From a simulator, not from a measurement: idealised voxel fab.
The following is a process module called voxel transistor to metal.
The cross-section shown here is cut; it is 200 nm wide and divided into square cells measuring 5 nm on a side.
Cross-section spec: square-cell grid; bands listed top down; each band is one or more rows.
This entry defines a band. It first specifies the height of the band's top and the height of its bottom in nm, and then specifies the band's materials from left to right, stating each material with its width in nm. The word "everywhere" identifies a single material that fills the band from edge to edge, while the word "blank" identifies empty space.
We count height from 0. Below that, the starting wafer is all one material. The lowest band never ends at the bottom but goes on down; see "from 0 down" for how that is written.
Quick explanation for "30 to 40": the width changes in equal steps down the rows of cells, from the first number in the band's top row to the second number in its bottom row.
"nothing was modified" -> step changed no cross-section cell.
You'll see "Unvented internal voids" listing empty spaces that have no way open to the top, as long as they're 8 cells or more; the notation is width x height at distance, where the distance is from the left edge, and all of it is in nm.
Formally, on a step line, whatever follows the settings is a remark that the simulator itself makes on the step.
If you see "overlay nm" on a step's line and that step has a mask, it's telling you how far right of where it was planned the mask ended up; a negative number means it went left instead.
Reading key. Pairs: pre-step and post-step cross-section, one process step apart; post-step view only to lowest changed band. Step between + settings: beneath pair. Runs: pairs may be from different runs of this module, same starting wafer. Continuation from pair above: only where "Ex-ante state" entry says.
## Ex-ante state
    from 100 to 70  45 of SiO2, then 5 of TiN, then 5 of Ru, then 5 of TiN, then 75 of SiO2, then 5 of TiN, then 5 of Ru, then 5 of TiN, then 50 of SiO2
    from 70 to 65  45 of SiCN, then 15 of TiN, then 75 of SiCN, then 15 of TiN, then 50 of SiCN
    from 65 to 40  45 of SiO2, then 5 of TiN, then 5 of Cu, then 5 of TiN, then 75 of SiO2, then 5 of TiN, then 5 of Cu, then 5 of TiN, then 50 of SiO2
    from 40 to 35  45 of SiCN, then 15 of TiN, then 75 of SiCN, then 15 of TiN, then 50 of SiCN
    from 35 to 20  45 of SiO2, then 5 of TiN, then 5 of W, then 5 of TiN, then 75 of SiO2, then 5 of TiN, then 5 of W, then 5 of TiN, then 50 of SiO2
    from 20 to 5  45 of SiO2, then 5 of TiN, then 5 of W, then 5 of TiN, then 15 of SiO2, then 5 of SiN, then 5 of TiN, then 5 of HfO2, then 15 of W, then 5 of HfO2, then 5 of TiN, then 5 of SiN, then 15 of SiO2, then 5 of TiN, then 5 of W, then 5 of TiN, then 50 of SiO2
    from 5 to 0  45 of SiO2, then 15 of TiN, then 15 of SiO2, then 5 of SiN, then 5 of TiN, then 25 of HfO2, then 5 of TiN, then 5 of SiN, then 15 of SiO2, then 15 of TiN, then 50 of SiO2
    from 0 to -5  35 of SiO2, then 40 of nSi, then 45 of TiN, then 40 of nSi, then 40 of SiO2
    from -5 to -35  40 of SiO2, then 115 of Si, then 45 of SiO2
    from -35 down  Si everywhere
    Unvented internal voids: none
## Post-Process View
    from 105 to 100  SiCN everywhere
    Beneath the level 100, the cross-section is identical to its previous state.
    Unvented internal voids: none
Between before and after, shown above: CONFORMAL_DEP [material SiCN] [thk nm 5]
## Ex-ante state
    from 0 to -35  40 of SiO2, then 115 of Si, then 45 of SiO2
    from -35 down  Si everywhere
    Unvented internal voids: none
## Post-Process View
    from 0 to -10  SiO2 everywhere
    Beneath the level -10, the cross-section is identical to its previous state.
    Unvented internal voids: none
Between before and after, shown above: OXIDIZE [depth nm 10]
Ex-ante state: unchanged from the after cross-section in the pair immediately above; refer to that figure.
## Post-Process View
    from 25 to 0  polySi everywhere
    Beneath the level 0, the cross-section is identical to its previous state.
    Unvented internal voids: none
Between before and after, shown above: DIRECTIONAL_DEP [material polySi] [thk nm 25]
Ex-ante state: unchanged from the after cross-section in the pair immediately above; refer to that figure.
## Post-Process View
    from 40 to 25  SiCN everywhere
    Beneath the level 25, the cross-section is identical to its previous state.
    Unvented internal voids: none
Between before and after, shown above: DIRECTIONAL_DEP [material SiCN] [thk nm 15]
Ex-ante state: unchanged from the after cross-section in the pair immediately above; refer to that figure.
## Post-Process View
    from 60 to 40  80 of blank, then 35 of resist, then 85 of blank
    Beneath the level 40, the cross-section is identical to its previous state.
    Unvented internal voids: none
Between before and after, shown above: PATTERN [tone cover] [mask id GATE] [material resist] [width nm 35] [thk nm 20] [overlay nm 0]
Ex-ante state: unchanged from the after cross-section in the pair immediately above; refer to that figure.
## Post-Process View
    from 60 to 40  80 of blank, then 35 of resist, then 85 of blank
    from 40 to 25  80 of blank, then 35 of SiCN, then 85 of blank
    Beneath the level 25, the cross-section is identical to its previous state.
    Unvented internal voids: none
Between before and after, shown above: DIRECTIONAL_ETCH [etch materials SiCN] [depth nm 25]
Ex-ante state: unchanged from the after cross-section in the pair immediately above; refer to that figure.
## Post-Process View
    from 60 to 40  80 of blank, then 35 of resist, then 85 of blank
    from 40 to 25  80 of blank, then 35 of SiCN, then 85 of blank
    from 25 to 0  80 of blank, then 35 of polySi, then 85 of blank
    Beneath the level 0, the cross-section is identical to its previous state.
    Unvented internal voids: none
Between before and after, shown above: DIRECTIONAL_ETCH [etch materials polySi] [depth nm 35]
Ex-ante state: unchanged from the after cross-section in the pair immediately above; refer to that figure.
## Post-Process View
    from 40 to 25  80 of blank, then 35 of SiCN, then 85 of blank
    Beneath the level 25, the cross-section is identical to its previous state.
    Unvented internal voids: none
Between before and after, shown above: STRIP [etch materials resist]
Ex-ante state: unchanged from the after cross-section in the pair immediately above; refer to that figure.
## Post-Process View
    from 45 to 40  75 of blank, then 45 of SiN, then 80 of blank
    from 40 to 25  75 of blank, then 5 of SiN, then 35 of SiCN, then 5 of SiN, then 80 of blank
    from 25 to 5  75 of blank, then 5 of SiN, then 35 of polySi, then 5 of SiN, then 80 of blank
    from 5 to 0  80 of SiN, then 35 of polySi, then 85 of SiN
    Beneath the level 0, the cross-section is identical to its previous state.
    Unvented internal voids: none
Between before and after, shown above: CONFORMAL_DEP [material SiN] [thk nm 5]
Ex-ante state: unchanged from the after cross-section in the pair immediately above; refer to that figure.
## Post-Process View
    from 40 to 25  75 of blank, then 5 of SiN, then 35 of SiCN, then 5 of SiN, then 80 of blank
    from 25 to 0  75 of blank, then 5 of SiN, then 35 of polySi, then 5 of SiN, then 80 of blank
    Beneath the level 0, the cross-section is identical to its previous state.
    Unvented internal voids: none
Between before and after, shown above: DIRECTIONAL_ETCH [etch materials SiN] [depth nm 5]
Ex-ante state: unchanged from the after cross-section in the pair immediately above; refer to that figure.
## Post-Process View
    from 40 to 25  75 of blank, then 5 of SiN, then 35 of SiCN, then 5 of SiN, then 80 of blank
    from 25 to 0  75 of blank, then 5 of SiN, then 35 of polySi, then 5 of SiN, then 80 of blank
    from 0 to -5  75 of blank, then 45 of SiO2, then 80 of blank
    Beneath the level -5, the cross-section is identical to its previous state.
    Unvented internal voids: none
Between before and after, shown above: DIRECTIONAL_ETCH [etch materials SiO2] [depth nm 5]
Ex-ante state: unchanged from the after cross-section in the pair immediately above; refer to that figure.
## Post-Process View
    from 45 to 40  SiO2 everywhere
    from 40 to 25  75 of SiO2, then 5 of SiN, then 35 of SiCN, then 5 of SiN, then 80 of SiO2
    from 25 to 0  75 of SiO2, then 5 of SiN, then 35 of polySi, then 5 of SiN, then 80 of SiO2
    from 0 to -10  SiO2 everywhere
    Beneath the level -10, the cross-section is identical to its previous state.
    Unvented internal voids: none
Between before and after, shown above: FILL_DEP [material SiO2] [thk nm 5]
Ex-ante state: unchanged from the after cross-section in the pair immediately above; refer to that figure.
## Post-Process View
    from 25 to 0  75 of SiO2, then 5 of SiN, then 35 of polySi, then 5 of SiN, then 80 of SiO2
    Beneath the level 0, the cross-section is identical to its previous state.
    Unvented internal voids: none
Between before and after, shown above: CMP [height nm 25]
Ex-ante state: unchanged from the after cross-section in the pair immediately above; refer to that figure.
## Post-Process View
    from 25 to 0  75 of SiO2, then 5 of SiN, then 35 of blank, then 5 of SiN, then 80 of SiO2
    Beneath the level 0, the cross-section is identical to its previous state.
    Unvented internal voids: none
Between before and after, shown above: STRIP [etch materials polySi]
Ex-ante state: unchanged from the after cross-section in the pair immediately above; refer to that figure.
## Post-Process View
    from 25 to 20  75 of blank, then 5 of SiN, then 35 of blank, then 5 of SiN, then 80 of blank
    from 20 to 0  75 of SiO2, then 5 of SiN, then 35 of blank, then 5 of SiN, then 80 of SiO2
    from 0 to -5  75 of SiO2, then 45 of blank, then 80 of SiO2
    Beneath the level -5, the cross-section is identical to its previous state.
    Unvented internal voids: none
Between before and after, shown above: SELECTIVE_ETCH [etch materials SiO2] [depth nm 5]
Ex-ante state: unchanged from the after cross-section in the pair immediately above; refer to that figure.
## Post-Process View
    from 30 to 25  70 of blank, then 15 of HfO2, then 25 of blank, then 15 of HfO2, then 75 of blank
    from 25 to 20  75 of HfO2, then 5 of SiN, then 5 of HfO2, then 25 of blank, then 5 of HfO2, then 5 of SiN, then 80 of HfO2
    from 20 to 0  75 of SiO2, then 5 of SiN, then 5 of HfO2, then 25 of blank, then 5 of HfO2, then 5 of SiN, then 80 of SiO2
    from 0 to -5  75 of SiO2, then 45 of HfO2, then 80 of SiO2
    Beneath the level -5, the cross-section is identical to its previous state.
    Unvented internal voids: none
Between before and after, shown above: CONFORMAL_DEP [material HfO2] [thk nm 5]
Ex-ante state: unchanged from the after cross-section in the pair immediately above; refer to that figure.
## Post-Process View
    from 35 to 30  65 of blank, then 25 of TiN, then 15 of blank, then 25 of TiN, then 70 of blank
    from 30 to 25  70 of TiN, then 15 of HfO2, then 5 of TiN, then 15 of blank, then 5 of TiN, then 15 of HfO2, then 75 of TiN
    from 25 to 20  75 of HfO2, then 5 of SiN, then 5 of HfO2, then 5 of TiN, then 15 of blank, then 5 of TiN, then 5 of HfO2, then 5 of SiN, then 80 of HfO2
    from 20 to 5  75 of SiO2, then 5 of SiN, then 5 of HfO2, then 5 of TiN, then 15 of blank, then 5 of TiN, then 5 of HfO2, then 5 of SiN, then 80 of SiO2
    from 5 to 0  75 of SiO2, then 5 of SiN, then 5 of HfO2, then 25 of TiN, then 5 of HfO2, then 5 of SiN, then 80 of SiO2
    Beneath the level 0, the cross-section is identical to its previous state.
    Unvented internal voids: none
Between before and after, shown above: CONFORMAL_DEP [material TiN] [thk nm 5]
Ex-ante state: unchanged from the after cross-section in the pair immediately above; refer to that figure.
## Post-Process View
    from 40 to 35  W everywhere
    from 35 to 30  65 of W, then 25 of TiN, then 15 of W, then 25 of TiN, then 70 of W
    from 30 to 25  70 of TiN, then 15 of HfO2, then 5 of TiN, then 15 of W, then 5 of TiN, then 15 of HfO2, then 75 of TiN
    from 25 to 20  75 of HfO2, then 5 of SiN, then 5 of HfO2, then 5 of TiN, then 15 of W, then 5 of TiN, then 5 of HfO2, then 5 of SiN, then 80 of HfO2
    from 20 to 5  75 of SiO2, then 5 of SiN, then 5 of HfO2, then 5 of TiN, then 15 of W, then 5 of TiN, then 5 of HfO2, then 5 of SiN, then 80 of SiO2
    Beneath the level 5, the cross-section is identical to its previous state.
    Unvented internal voids: none
Between before and after, shown above: FILL_DEP [material W] [thk nm 5]
Ex-ante state: unchanged from the after cross-section in the pair immediately above; refer to that figure.
## Post-Process View
    from 20 to 5  75 of SiO2, then 5 of SiN, then 5 of HfO2, then 5 of TiN, then 15 of W, then 5 of TiN, then 5 of HfO2, then 5 of SiN, then 80 of SiO2
    Beneath the level 5, the cross-section is identical to its previous state.
    Unvented internal voids: none
Between before and after, shown above: CMP [height nm 20]
Ex-ante state: unchanged from the after cross-section in the pair immediately above; refer to that figure.
## Post-Process View
    from 35 to 20  SiO2 everywhere
    Beneath the level 20, the cross-section is identical to its previous state.
    Unvented internal voids: none
Between before and after, shown above: DIRECTIONAL_DEP [material SiO2] [thk nm 15]
Ex-ante state: unchanged from the after cross-section in the pair immediately above; refer to that figure.
## Post-Process View
    from 45 to 35  aC everywhere
    Beneath the level 35, the cross-section is identical to its previous state.
    Unvented internal voids: none
Between before and after, shown above: DIRECTIONAL_DEP [material aC] [thk nm 10]
Ex-ante state: unchanged from the after cross-section in the pair immediately above; refer to that figure.
## Post-Process View
    from 70 to 45  45 of resist, then 15 of blank, then 75 of resist, then 15 of blank, then 50 of resist
    Beneath the level 45, the cross-section is identical to its previous state.
    Unvented internal voids: none
Between before and after, shown above: PATTERN [tone open] [mask id CONTACT] [material resist] [width nm 15] [pitch nm 90] [thk nm 25] [overlay nm 0]
Ex-ante state: unchanged from the after cross-section in the pair immediately above; refer to that figure.
## Post-Process View
    from 60 to 45  45 of resist, then 15 of blank, then 75 of resist, then 15 of blank, then 50 of resist
    from 45 to 35  45 of aC, then 15 of blank, then 75 of aC, then 15 of blank, then 50 of aC
    Beneath the level 35, the cross-section is identical to its previous state.
    Unvented internal voids: none
Between before and after, shown above: DIRECTIONAL_ETCH [etch materials aC] [depth nm 10]
Ex-ante state: unchanged from the after cross-section in the pair immediately above; refer to that figure.
## Post-Process View
    from 45 to 35  45 of aC, then 15 of blank, then 75 of aC, then 15 of blank, then 50 of aC
    Beneath the level 35, the cross-section is identical to its previous state.
    Unvented internal voids: none
Between before and after, shown above: STRIP [etch materials resist]
Ex-ante state: unchanged from the after cross-section in the pair immediately above; refer to that figure.
## Post-Process View
    from 45 to 35  45 of aC, then 15 of blank, then 75 of aC, then 15 of blank, then 50 of aC
    from 35 to 20  45 of SiO2, then 15 of blank, then 75 of SiO2, then 15 of blank, then 50 of SiO2
    from 20 to 5  45 of SiO2, then 15 of blank, then 15 of SiO2, then 5 of SiN, then 5 of HfO2, then 5 of TiN, then 15 of W, then 5 of TiN, then 5 of HfO2, then 5 of SiN, then 15 of SiO2, then 15 of blank, then 50 of SiO2
    from 5 to 0  45 of SiO2, then 15 of blank, then 15 of SiO2, then 5 of SiN, then 5 of HfO2, then 25 of TiN, then 5 of HfO2, then 5 of SiN, then 15 of SiO2, then 15 of blank, then 50 of SiO2
    Beneath the level 0, the cross-section is identical to its previous state.
    Unvented internal voids: none
Between before and after, shown above: DIRECTIONAL_ETCH [etch materials SiO2] [depth nm 35]
Ex-ante state: unchanged from the after cross-section in the pair immediately above; refer to that figure.
## Post-Process View
    from 35 to 20  45 of SiO2, then 15 of blank, then 75 of SiO2, then 15 of blank, then 50 of SiO2
    Beneath the level 20, the cross-section is identical to its previous state.
    Unvented internal voids: none
Between before and after, shown above: STRIP [etch materials aC]
Ex-ante state: unchanged from the after cross-section in the pair immediately above; refer to that figure.
## Post-Process View
    from 40 to 35  50 of TiN, then 5 of blank, then 85 of TiN, then 5 of blank, then 55 of TiN
    from 35 to 20  45 of SiO2, then 5 of TiN, then 5 of blank, then 5 of TiN, then 75 of SiO2, then 5 of TiN, then 5 of blank, then 5 of TiN, then 50 of SiO2
    from 20 to 5  45 of SiO2, then 5 of TiN, then 5 of blank, then 5 of TiN, then 15 of SiO2, then 5 of SiN, then 5 of HfO2, then 5 of TiN, then 15 of W, then 5 of TiN, then 5 of HfO2, then 5 of SiN, then 15 of SiO2, then 5 of TiN, then 5 of blank, then 5 of TiN, then 50 of SiO2
    from 5 to 0  45 of SiO2, then 15 of TiN, then 15 of SiO2, then 5 of SiN, then 5 of HfO2, then 25 of TiN, then 5 of HfO2, then 5 of SiN, then 15 of SiO2, then 15 of TiN, then 50 of SiO2
    Beneath the level 0, the cross-section is identical to its previous state.
    Unvented internal voids: none
Between before and after, shown above: CONFORMAL_DEP [material TiN] [thk nm 5]
Ex-ante state: unchanged from the after cross-section in the pair immediately above; refer to that figure.
## Post-Process View
    from 45 to 40  W everywhere
    from 40 to 35  50 of TiN, then 5 of W, then 85 of TiN, then 5 of W, then 55 of TiN
    from 35 to 20  45 of SiO2, then 5 of TiN, then 5 of W, then 5 of TiN, then 75 of SiO2, then 5 of TiN, then 5 of W, then 5 of TiN, then 50 of SiO2
    from 20 to 5  45 of SiO2, then 5 of TiN, then 5 of W, then 5 of TiN, then 15 of SiO2, then 5 of SiN, then 5 of HfO2, then 5 of TiN, then 15 of W, then 5 of TiN, then 5 of HfO2, then 5 of SiN, then 15 of SiO2, then 5 of TiN, then 5 of W, then 5 of TiN, then 50 of SiO2
    Beneath the level 5, the cross-section is identical to its previous state.
    Unvented internal voids: none
Between before and after, shown above: FILL_DEP [material W] [thk nm 5]
Ex-ante state: unchanged from the after cross-section in the pair immediately above; refer to that figure.
## Post-Process View
    from 35 to 20  45 of SiO2, then 5 of TiN, then 5 of W, then 5 of TiN, then 75 of SiO2, then 5 of TiN, then 5 of W, then 5 of TiN, then 50 of SiO2
    Beneath the level 20, the cross-section is identical to its previous state.
    Unvented internal voids: none
Between before and after, shown above: CMP [height nm 35]
Ex-ante state: unchanged from the after cross-section in the pair immediately above; refer to that figure.
## Post-Process View
    from 40 to 35  SiCN everywhere
    Beneath the level 35, the cross-section is identical to its previous state.
    Unvented internal voids: none
Between before and after, shown above: CONFORMAL_DEP [material SiCN] [thk nm 5]
Ex-ante state: unchanged from the after cross-section in the pair immediately above; refer to that figure.
## Post-Process View
    from 65 to 40  SiO2 everywhere
    Beneath the level 40, the cross-section is identical to its previous state.
    Unvented internal voids: none
Between before and after, shown above: DIRECTIONAL_DEP [material SiO2] [thk nm 25]
Ex-ante state: unchanged from the after cross-section in the pair immediately above; refer to that figure.
## Post-Process View
    from 80 to 65  aC everywhere
    Beneath the level 65, the cross-section is identical to its previous state.
    Unvented internal voids: none
Between before and after, shown above: DIRECTIONAL_DEP [material aC] [thk nm 15]
Ex-ante state: unchanged from the after cross-section in the pair immediately above; refer to that figure.
## Post-Process View
    from 110 to 80  45 of resist, then 15 of blank, then 75 of resist, then 15 of blank, then 50 of resist
    Beneath the level 80, the cross-section is identical to its previous state.
    Unvented internal voids: none
Between before and after, shown above: PATTERN [tone open] [mask id METAL_1] [material resist] [width nm 15] [pitch nm 90] [thk nm 30] [overlay nm 0]
Ex-ante state: unchanged from the after cross-section in the pair immediately above; refer to that figure.
## Post-Process View
    from 95 to 80  45 of resist, then 15 of blank, then 75 of resist, then 15 of blank, then 50 of resist
    from 80 to 65  45 of aC, then 15 of blank, then 75 of aC, then 15 of blank, then 50 of aC
    Beneath the level 65, the cross-section is identical to its previous state.
    Unvented internal voids: none
Between before and after, shown above: DIRECTIONAL_ETCH [etch materials aC] [depth nm 15]
Ex-ante state: unchanged from the after cross-section in the pair immediately above; refer to that figure.
## Post-Process View
    from 80 to 65  45 of aC, then 15 of blank, then 75 of aC, then 15 of blank, then 50 of aC
    Beneath the level 65, the cross-section is identical to its previous state.
    Unvented internal voids: none
Between before and after, shown above: STRIP [etch materials resist]
Ex-ante state: unchanged from the after cross-section in the pair immediately above; refer to that figure.
## Post-Process View
    from 80 to 65  45 of aC, then 15 of blank, then 75 of aC, then 15 of blank, then 50 of aC
    from 65 to 40  45 of SiO2, then 15 of blank, then 75 of SiO2, then 15 of blank, then 50 of SiO2
    Beneath the level 40, the cross-section is identical to its previous state.
    Unvented internal voids: none
Between before and after, shown above: DIRECTIONAL_ETCH [etch materials SiO2] [depth nm 25]
Ex-ante state: unchanged from the after cross-section in the pair immediately above; refer to that figure.
## Post-Process View
    from 80 to 65  45 of aC, then 15 of blank, then 75 of aC, then 15 of blank, then 50 of aC
    from 65 to 40  45 of SiO2, then 15 of blank, then 75 of SiO2, then 15 of blank, then 50 of SiO2
    from 40 to 35  45 of SiCN, then 15 of blank, then 75 of SiCN, then 15 of blank, then 50 of SiCN
    Beneath the level 35, the cross-section is identical to its previous state.
    Unvented internal voids: none
Between before and after, shown above: DIRECTIONAL_ETCH [etch materials SiCN] [depth nm 5]
Ex-ante state: unchanged from the after cross-section in the pair immediately above; refer to that figure.
## Post-Process View
    from 65 to 40  45 of SiO2, then 15 of blank, then 75 of SiO2, then 15 of blank, then 50 of SiO2
    Beneath the level 40, the cross-section is identical to its previous state.
    Unvented internal voids: none
Between before and after, shown above: STRIP [etch materials aC]
Ex-ante state: unchanged from the after cross-section in the pair immediately above; refer to that figure.
## Post-Process View
    from 70 to 65  50 of TiN, then 5 of blank, then 85 of TiN, then 5 of blank, then 55 of TiN
    from 65 to 40  45 of SiO2, then 5 of TiN, then 5 of blank, then 5 of TiN, then 75 of SiO2, then 5 of TiN, then 5 of blank, then 5 of TiN, then 50 of SiO2
    from 40 to 35  45 of SiCN, then 15 of TiN, then 75 of SiCN, then 15 of TiN, then 50 of SiCN
    Beneath the level 35, the cross-section is identical to its previous state.
    Unvented internal voids: none
Between before and after, shown above: CONFORMAL_DEP [material TiN] [thk nm 5]
Ex-ante state: unchanged from the after cross-section in the pair immediately above; refer to that figure.
## Post-Process View
    from 75 to 70  Cu everywhere
    from 70 to 65  50 of TiN, then 5 of Cu, then 85 of TiN, then 5 of Cu, then 55 of TiN
    from 65 to 40  45 of SiO2, then 5 of TiN, then 5 of Cu, then 5 of TiN, then 75 of SiO2, then 5 of TiN, then 5 of Cu, then 5 of TiN, then 50 of SiO2
    Beneath the level 40, the cross-section is identical to its previous state.
    Unvented internal voids: none
Between before and after, shown above: FILL_DEP [material Cu] [thk nm 5]
Ex-ante state: unchanged from the after cross-section in the pair immediately above; refer to that figure.
## Post-Process View
    from 65 to 40  45 of SiO2, then 5 of TiN, then 5 of Cu, then 5 of TiN, then 75 of SiO2, then 5 of TiN, then 5 of Cu, then 5 of TiN, then 50 of SiO2
    Beneath the level 40, the cross-section is identical to its previous state.
    Unvented internal voids: none
Between before and after, shown above: CMP [height nm 65]
Ex-ante state: unchanged from the after cross-section in the pair immediately above; refer to that figure.
## Post-Process View
    from 70 to 65  SiCN everywhere
    Beneath the level 65, the cross-section is identical to its previous state.
    Unvented internal voids: none
Between before and after, shown above: CONFORMAL_DEP [material SiCN] [thk nm 5]
Ex-ante state: unchanged from the after cross-section in the pair immediately above; refer to that figure.
## Post-Process View
    from 100 to 70  SiO2 everywhere
    Beneath the level 70, the cross-section is identical to its previous state.
    Unvented internal voids: none
Between before and after, shown above: DIRECTIONAL_DEP [material SiO2] [thk nm 30]
Ex-ante state: unchanged from the after cross-section in the pair immediately above; refer to that figure.
## Post-Process View
    from 120 to 100  45 of resist, then 15 of blank, then 75 of resist, then 15 of blank, then 50 of resist
    Beneath the level 100, the cross-section is identical to its previous state.
    Unvented internal voids: none
Between before and after, shown above: PATTERN [tone open] [mask id METAL_2] [material resist] [width nm 15] [pitch nm 90] [thk nm 20] [overlay nm 0]
Ex-ante state: unchanged from the after cross-section in the pair immediately above; refer to that figure.
## Post-Process View
    from 120 to 100  45 of resist, then 15 of blank, then 75 of resist, then 15 of blank, then 50 of resist
    from 100 to 80  45 of SiO2, then 15 of blank, then 75 of SiO2, then 15 of blank, then 50 of SiO2
    Beneath the level 80, the cross-section is identical to its previous state.
    Unvented internal voids: none
Between before and after, shown above: DIRECTIONAL_ETCH [etch materials SiO2] [depth nm 20]
Ex-ante state: unchanged from the after cross-section in the pair immediately above; refer to that figure.
## Post-Process View
    from 100 to 80  45 of SiO2, then 15 of blank, then 75 of SiO2, then 15 of blank, then 50 of SiO2
    Beneath the level 80, the cross-section is identical to its previous state.
    Unvented internal voids: none
Between before and after, shown above: STRIP [etch materials resist]
Ex-ante state: unchanged from the after cross-section in the pair immediately above; refer to that figure.
## Post-Process View
    from 100 to 70  45 of SiO2, then 15 of blank, then 75 of SiO2, then 15 of blank, then 50 of SiO2
    Beneath the level 70, the cross-section is identical to its previous state.
    Unvented internal voids: none
Between before and after, shown above: MASKED_ETCH [tone open] [mask id METAL_2_HOLES] [width nm 15] [pitch nm 90] [etch materials SiO2] [depth nm 10] [overlay nm 0]
Ex-ante state: unchanged from the after cross-section in the pair immediately above; refer to that figure.
## Post-Process View
    from 100 to 70  45 of SiO2, then 15 of blank, then 75 of SiO2, then 15 of blank, then 50 of SiO2
    from 70 to 65  45 of SiCN, then 15 of blank, then 75 of SiCN, then 15 of blank, then 50 of SiCN
    Beneath the level 65, the cross-section is identical to its previous state.
    Unvented internal voids: none
Between before and after, shown above: MASKED_ETCH [tone open] [mask id METAL_2_HOLES] [width nm 15] [pitch nm 90] [etch materials SiCN] [depth nm 5] [overlay nm 0]
Ex-ante state: unchanged from the after cross-section in the pair immediately above; refer to that figure.
## Post-Process View
    from 105 to 100  50 of TiN, then 5 of blank, then 85 of TiN, then 5 of blank, then 55 of TiN
    from 100 to 70  45 of SiO2, then 5 of TiN, then 5 of blank, then 5 of TiN, then 75 of SiO2, then 5 of TiN, then 5 of blank, then 5 of TiN, then 50 of SiO2
    from 70 to 65  45 of SiCN, then 15 of TiN, then 75 of SiCN, then 15 of TiN, then 50 of SiCN
    Beneath the level 65, the cross-section is identical to its previous state.
    Unvented internal voids: none
Between before and after, shown above: CONFORMAL_DEP [material TiN] [thk nm 5]
Ex-ante state: unchanged from the after cross-section in the pair immediately above; refer to that figure.
## Post-Process View
    from 115 to 105  Ru everywhere
    from 105 to 100  50 of TiN, then 5 of Ru, then 85 of TiN, then 5 of Ru, then 55 of TiN
    from 100 to 70  45 of SiO2, then 5 of TiN, then 5 of Ru, then 5 of TiN, then 75 of SiO2, then 5 of TiN, then 5 of Ru, then 5 of TiN, then 50 of SiO2
    Beneath the level 70, the cross-section is identical to its previous state.
    Unvented internal voids: none
Between before and after, shown above: FILL_DEP [material Ru] [thk nm 10]
Ex-ante state: unchanged from the after cross-section in the pair immediately above; refer to that figure.
## Post-Process View
    from 100 to 70  45 of SiO2, then 5 of TiN, then 5 of Ru, then 5 of TiN, then 75 of SiO2, then 5 of TiN, then 5 of Ru, then 5 of TiN, then 50 of SiO2
    Beneath the level 70, the cross-section is identical to its previous state.
    Unvented internal voids: none
Between before and after, shown above: CMP [height nm 100]
Ex-ante state: unchanged from the after cross-section in the pair immediately above; refer to that figure.
## Post-Process View
    from 105 to 100  SiCN everywhere
    Beneath the level 100, the cross-section is identical to its previous state.
    Unvented internal voids: none
Between before and after, shown above: CONFORMAL_DEP [material SiCN] [thk nm 5]
## Ex-ante state
    from 80 to 65  aC everywhere
    from 65 to 40  SiO2 everywhere
    from 40 to 35  SiCN everywhere
    from 35 to 20  45 of SiO2, then 5 of TiN, then 5 of W, then 5 of TiN, then 75 of SiO2, then 5 of TiN, then 5 of W, then 5 of TiN, then 50 of SiO2
    from 20 to 5  45 of SiO2, then 5 of TiN, then 5 of W, then 5 of TiN, then 15 of SiO2, then 5 of SiN, then 5 of HfO2, then 5 of TiN, then 15 of W, then 5 of TiN, then 5 of HfO2, then 5 of SiN, then 15 of SiO2, then 5 of TiN, then 5 of W, then 5 of TiN, then 50 of SiO2
    from 5 to 0  45 of SiO2, then 15 of TiN, then 15 of SiO2, then 5 of SiN, then 5 of HfO2, then 25 of TiN, then 5 of HfO2, then 5 of SiN, then 15 of SiO2, then 15 of TiN, then 50 of SiO2
    from 0 to -5  35 of SiO2, then 40 of nSi, then 45 of HfO2, then 40 of nSi, then 40 of SiO2
    from -5 to -35  40 of SiO2, then 115 of Si, then 45 of SiO2
    from -35 down  Si everywhere
    Unvented internal voids: none
## Post-Process View
    from 110 to 80  40 of resist, then 25 of blank, then 65 of resist, then 25 of blank, then 45 of resist
    Beneath the level 80, the cross-section is identical to its previous state.
    Unvented internal voids: none
Between before and after, shown above: PATTERN [tone open] [mask id METAL_1] [material resist] [width nm 25] [pitch nm 90] [thk nm 30] [overlay nm 0]
Ex-ante state: unchanged from the after cross-section in the pair immediately above; refer to that figure.
## Post-Process View
    from 95 to 80  40 of resist, then 25 of blank, then 65 of resist, then 25 of blank, then 45 of resist
    from 80 to 65  40 of aC, then 25 of blank, then 65 of aC, then 25 of blank, then 45 of aC
    Beneath the level 65, the cross-section is identical to its previous state.
    Unvented internal voids: none
Between before and after, shown above: DIRECTIONAL_ETCH [etch materials aC] [depth nm 15]
Ex-ante state: unchanged from the after cross-section in the pair immediately above; refer to that figure.
## Post-Process View
    from 80 to 65  40 of aC, then 25 of blank, then 65 of aC, then 25 of blank, then 45 of aC
    Beneath the level 65, the cross-section is identical to its previous state.
    Unvented internal voids: none
Between before and after, shown above: STRIP [etch materials resist]
Ex-ante state: unchanged from the after cross-section in the pair immediately above; refer to that figure.
## Post-Process View
    from 80 to 65  40 of aC, then 25 of blank, then 65 of aC, then 25 of blank, then 45 of aC
    from 65 to 40  40 of SiO2, then 25 of blank, then 65 of SiO2, then 25 of blank, then 45 of SiO2
    Beneath the level 40, the cross-section is identical to its previous state.
    Unvented internal voids: none
Between before and after, shown above: DIRECTIONAL_ETCH [etch materials SiO2] [depth nm 25]
Ex-ante state: unchanged from the after cross-section in the pair immediately above; refer to that figure.
## Post-Process View
    from 80 to 65  40 of aC, then 25 of blank, then 65 of aC, then 25 of blank, then 45 of aC
    from 65 to 40  40 of SiO2, then 25 of blank, then 65 of SiO2, then 25 of blank, then 45 of SiO2
    from 40 to 35  40 of SiCN, then 25 of blank, then 65 of SiCN, then 25 of blank, then 45 of SiCN
    Beneath the level 35, the cross-section is identical to its previous state.
    Unvented internal voids: none
Between before and after, shown above: DIRECTIONAL_ETCH [etch materials SiCN] [depth nm 5]
Ex-ante state: unchanged from the after cross-section in the pair immediately above; refer to that figure.
## Post-Process View
    from 65 to 40  40 of SiO2, then 25 of blank, then 65 of SiO2, then 25 of blank, then 45 of SiO2
    Beneath the level 40, the cross-section is identical to its previous state.
    Unvented internal voids: none
Between before and after, shown above: STRIP [etch materials aC]
Ex-ante state: unchanged from the after cross-section in the pair immediately above; refer to that figure.
## Post-Process View
    from 70 to 65  45 of TiN, then 15 of blank, then 75 of TiN, then 15 of blank, then 50 of TiN
    from 65 to 40  40 of SiO2, then 5 of TiN, then 15 of blank, then 5 of TiN, then 65 of SiO2, then 5 of TiN, then 15 of blank, then 5 of TiN, then 45 of SiO2
    from 40 to 35  40 of SiCN, then 25 of TiN, then 65 of SiCN, then 25 of TiN, then 45 of SiCN
    Beneath the level 35, the cross-section is identical to its previous state.
    Unvented internal voids: none
Between before and after, shown above: CONFORMAL_DEP [material TiN] [thk nm 5]
Ex-ante state: unchanged from the after cross-section in the pair immediately above; refer to that figure.
## Post-Process View
    from 75 to 70  Cu everywhere
    from 70 to 65  45 of TiN, then 15 of Cu, then 75 of TiN, then 15 of Cu, then 50 of TiN
    from 65 to 40  40 of SiO2, then 5 of TiN, then 15 of Cu, then 5 of TiN, then 65 of SiO2, then 5 of TiN, then 15 of Cu, then 5 of TiN, then 45 of SiO2
    Beneath the level 40, the cross-section is identical to its previous state.
    Unvented internal voids: none
Between before and after, shown above: FILL_DEP [material Cu] [thk nm 5]
